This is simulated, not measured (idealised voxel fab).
The document below concerns the process module designated voxel transistor to metal.
Xsec cut, 180 nm wide, square cell size 5 nm.
Cross-section = grid of square cells, listed top down in bands; band = one or more rows.
Band entry format. Leading values: height of top, height of bottom, nm. Remainder: materials in left-to-right order, each with its width in nm. Special words: "everywhere" on a single material, which then fills the band edge to edge; "blank", empty space.
Heights are reckoned from 0. Under this level, the received wafer is all of one material. The bottommost band is open-ended downward, for example "0 and below".
Think of "30..40" as a width that walks from the first number to the second as you go down the band, top row to bottom row, taking equal-sized steps from row to row.
Where the words "remains unaltered" appear for a step, the cross-section shows no cell changed by that step; every cell remained as before.
"Closed void roster" - sealed voids, min. 8 cells, no opening to top; format: width x height at distance (distance from left edge; nm throughout).
Text after the settings on a step's line: the simulator's own remark on that step.
Among the settings permitted on a step's line is "overlay nm"; applied to a step with a mask, it specifies the extent to which the mask lay to the right of its planned position, whereas a negative figure signifies a position to the left.
-- Set out below are the planned steps of the process
- 1: RECEIVE (material Si)
- 2: CONFORMAL_DEP (material SiO2; thk nm 5)
- 3: CONFORMAL_DEP (material SiN; thk nm 10)
- 4: PATTERN (tone cover; mask id ACTIVE; material resist; width nm 105; thk nm 20; overlay nm 0)
- 5: DIRECTIONAL_ETCH (etch materials SiN; depth nm 10)
- 6: DIRECTIONAL_ETCH (etch materials SiO2; depth nm 5)
- 7: DIRECTIONAL_ETCH (etch materials Si; depth nm 35)
- 8: STRIP (etch materials resist)
- 9: OXIDIZE (depth nm 5)
- 10: FILL_DEP (material SiO2; thk nm 5)
- 11: CMP (height nm 15)
- 12: SELECTIVE_ETCH (etch materials SiO2; depth nm 10)
- 13: STRIP (etch materials SiN)
- 14: SELECTIVE_ETCH (etch materials SiO2; depth nm 5)
- 15: OXIDIZE (depth nm 5)
- 16: DIRECTIONAL_DEP (material polySi; thk nm 20)
- 17: DIRECTIONAL_DEP (material SiCN; thk nm 10)
- 18: PATTERN (tone cover; mask id GATE; material resist; width nm 25; thk nm 20; overlay nm 0)
- 19: DIRECTIONAL_ETCH (etch materials SiCN; depth nm 20)
- 20: DIRECTIONAL_ETCH (etch materials polySi; depth nm 30)
- 21: STRIP (etch materials resist)
- 22: CONFORMAL_DEP (material SiN; thk nm 10)
- 23: DIRECTIONAL_ETCH (etch materials SiN; depth nm 10)
- 24: DIRECTIONAL_ETCH (etch materials SiO2; depth nm 5)
- 25: DIRECTIONAL_ETCH (etch materials Si; depth nm 15)
- 26: EPI (material pSi; thk nm 15)
- 27: FILL_DEP (material SiO2; thk nm 5)
- 28: CMP (height nm 20)
- 29: STRIP (etch materials polySi)
- 30: SELECTIVE_ETCH (etch materials SiO2; depth nm 5)
- 31: CONFORMAL_DEP (material HfO2; thk nm 5)
- 32: CONFORMAL_DEP (material TiN; thk nm 5)
- 33: FILL_DEP (material W; thk nm 5)
- 34: CMP (height nm 15)
- 35: DIRECTIONAL_DEP (material SiO2; thk nm 15)
- 36: DIRECTIONAL_DEP (material aC; thk nm 10)
- 37: PATTERN (tone open; mask id CONTACT; material resist; width nm 15; pitch nm 70; thk nm 30; overlay nm 0)
- 38: DIRECTIONAL_ETCH (etch materials aC; depth nm 10)
- 39: STRIP (etch materials resist)
- 40: DIRECTIONAL_ETCH (etch materials SiO2; depth nm 35)
- 41: STRIP (etch materials aC)
- 42: CONFORMAL_DEP (material TiN; thk nm 5)
- 43: FILL_DEP (material W; thk nm 10)
- 44: CMP (height nm 30)
- 45: CONFORMAL_DEP (material SiCN; thk nm 5)
- 46: DIRECTIONAL_DEP (material SiO2; thk nm 15)
- 47: DIRECTIONAL_DEP (material aC; thk nm 15)
- 48: PATTERN (tone open; mask id METAL_1; material resist; width nm 15; pitch nm 70; thk nm 30; overlay nm 0)
- 49: DIRECTIONAL_ETCH (etch materials aC; depth nm 15)
- 50: STRIP (etch materials resist)
- 51: DIRECTIONAL_ETCH (etch materials SiO2; depth nm 15)
- 52: DIRECTIONAL_ETCH (etch materials SiCN; depth nm 5)
- 53: STRIP (etch materials aC)
- 54: CONFORMAL_DEP (material TiN; thk nm 5)
- 55: FILL_DEP (material Cu; thk nm 10)
- 56: CMP (height nm 50)
- 57: CONFORMAL_DEP (material SiCN; thk nm 5)
- 58: DIRECTIONAL_DEP (material SiO2; thk nm 30)
- 59: DIRECTIONAL_DEP (material aC; thk nm 15)
- 60: PATTERN (tone open; mask id METAL_2; material resist; width nm 15; pitch nm 70; thk nm 35; overlay nm 0)
- 61: DIRECTIONAL_ETCH (etch materials aC; depth nm 15)
- 62: STRIP (etch materials resist)
- 63: DIRECTIONAL_ETCH (etch materials SiO2; depth nm 20)
- 64: STRIP (etch materials aC)
- 65: DIRECTIONAL_DEP (material aC; thk nm 15)
- 66: PATTERN (tone open; mask id METAL_2_HOLES; material resist; width nm 15; pitch nm 70; thk nm 35; overlay nm 0)
- 67: DIRECTIONAL_ETCH (etch materials aC; depth nm 15)
- 68: STRIP (etch materials resist)
- 69: DIRECTIONAL_ETCH (etch materials SiO2; depth nm 10)
- 70: DIRECTIONAL_ETCH (etch materials SiCN; depth nm 5)
- 71: STRIP (etch materials aC)
- 72: CONFORMAL_DEP (material TiN; thk nm 5)
- 73: FILL_DEP (material Cu; thk nm 10)
- 74: CMP (height nm 85)
- 75: CONFORMAL_DEP (material SiN; thk nm 5)
-- As received (post step 1): cross-section
    0 and below  Si everywhere
    Closed void roster: none
-- The first of two wafers, cross-sectioned at the end of the module, with the run proceeding as planned
    90 down to 85  SiN everywhere
    85 down to 55  SiO2 (45)  TiN (5)  Cu (5)  TiN (5)  SiO2 (55)  TiN (5)  Cu (5)  TiN (5)  SiO2 (50)
    55 down to 50  SiCN (45)  TiN (15)  SiCN (55)  TiN (15)  SiCN (50)
    50 down to 35  SiO2 (45)  TiN (5)  Cu (5)  TiN (5)  SiO2 (55)  TiN (5)  Cu (5)  TiN (5)  SiO2 (50)
    35 down to 30  SiCN (45)  TiN (15)  SiCN (55)  TiN (15)  SiCN (50)
    30 down to 15  SiO2 (45)  TiN (5)  W (5)  TiN (5)  SiO2 (55)  TiN (5)  W (5)  TiN (5)  SiO2 (50)
    15 down to 10  SiO2 (45)  TiN (15)  SiO2 (5)  SiN (10)  HfO2 (5)  TiN (5)  W (5)  TiN (5)  HfO2 (5)  SiN (10)  SiO2 (5)  TiN (15)  SiO2 (50)
    10 down to 5  SiO2 (45)  TiN (5)  pSi (15)  SiN (10)  HfO2 (5)  TiN (5)  W (5)  TiN (5)  HfO2 (5)  SiN (10)  pSi (15)  TiN (5)  SiO2 (50)
    5 down to 0  SiO2 (45)  TiN (5)  pSi (15)  SiN (10)  HfO2 (5)  TiN (15)  HfO2 (5)  SiN (10)  pSi (15)  TiN (5)  SiO2 (50)
    0 down to -5  SiO2 (45)  TiN (5)  pSi (15)  SiO2 (5)  HfO2 (35)  SiO2 (5)  pSi (15)  TiN (5)  SiO2 (50)
    -5 down to -20  SiO2 (40)  pSi (25)  Si (45)  pSi (25)  SiO2 (45)
    -20 down to -40  SiO2 (40)  Si (95)  SiO2 (45)
    -40 and below  Si everywhere
    Closed void roster: none
-- This cross-section belongs to the second wafer of two at the end of the module; the start and the plan were shared with the first, and the run included one mistake
    90 down to 85  SiN everywhere
    85 down to 55  SiO2 (45)  TiN (5)  Cu (5)  TiN (5)  SiO2 (55)  TiN (5)  Cu (5)  TiN (5)  SiO2 (50)
    55 down to 50  SiCN (45)  TiN (15)  SiCN (55)  TiN (15)  SiCN (50)
    50 down to 35  SiO2 (45)  TiN (5)  Cu (5)  TiN (5)  SiO2 (55)  TiN (5)  Cu (5)  TiN (5)  SiO2 (50)
    35 down to 30  SiCN (45)  TiN (15)  SiCN (55)  TiN (15)  SiCN (50)
    30 down to 15  SiO2 (45)  TiN (5)  W (5)  TiN (5)  SiO2 (55)  TiN (5)  W (5)  TiN (5)  SiO2 (50)
    15 down to 10  SiO2 (45)  TiN (15)  SiO2 (5)  SiN (10)  HfO2 (5)  TiN (5)  W (10)  TiN (5)  HfO2 (5)  SiN (10)  TiN (15)  SiO2 (50)
    10 down to 5  SiO2 (45)  TiN (5)  pSi (15)  SiN (10)  HfO2 (5)  TiN (5)  W (10)  TiN (5)  HfO2 (5)  SiN (10)  pSi (15)  SiO2 (50)
    5 down to 0  SiO2 (45)  TiN (5)  pSi (15)  SiN (10)  HfO2 (5)  TiN (20)  HfO2 (5)  SiN (10)  pSi (15)  SiO2 (50)
    0 down to -5  SiO2 (45)  TiN (5)  pSi (15)  SiO2 (5)  HfO2 (40)  SiO2 (5)  pSi (15)  SiO2 (50)
    -5 down to -20  SiO2 (40)  pSi (25)  Si (50)  pSi (20)  SiO2 (45)
    -20 down to -40  SiO2 (40)  Si (95)  SiO2 (45)
    -40 and below  Si everywhere
    Closed void roster: none
Plan not followed: it should be noted that step 18 was executed with settings other than those planned, the operation and settings actually applied being PATTERN (tone cover; mask id GATE; material resist; width nm 30; thk nm 20; overlay nm 0)
Materials where the second wafer ends with more or fewer cells than the first: HfO2 +1 | Si +3 | SiO2 -1 | TiN -2 | W +2 | pSi -3
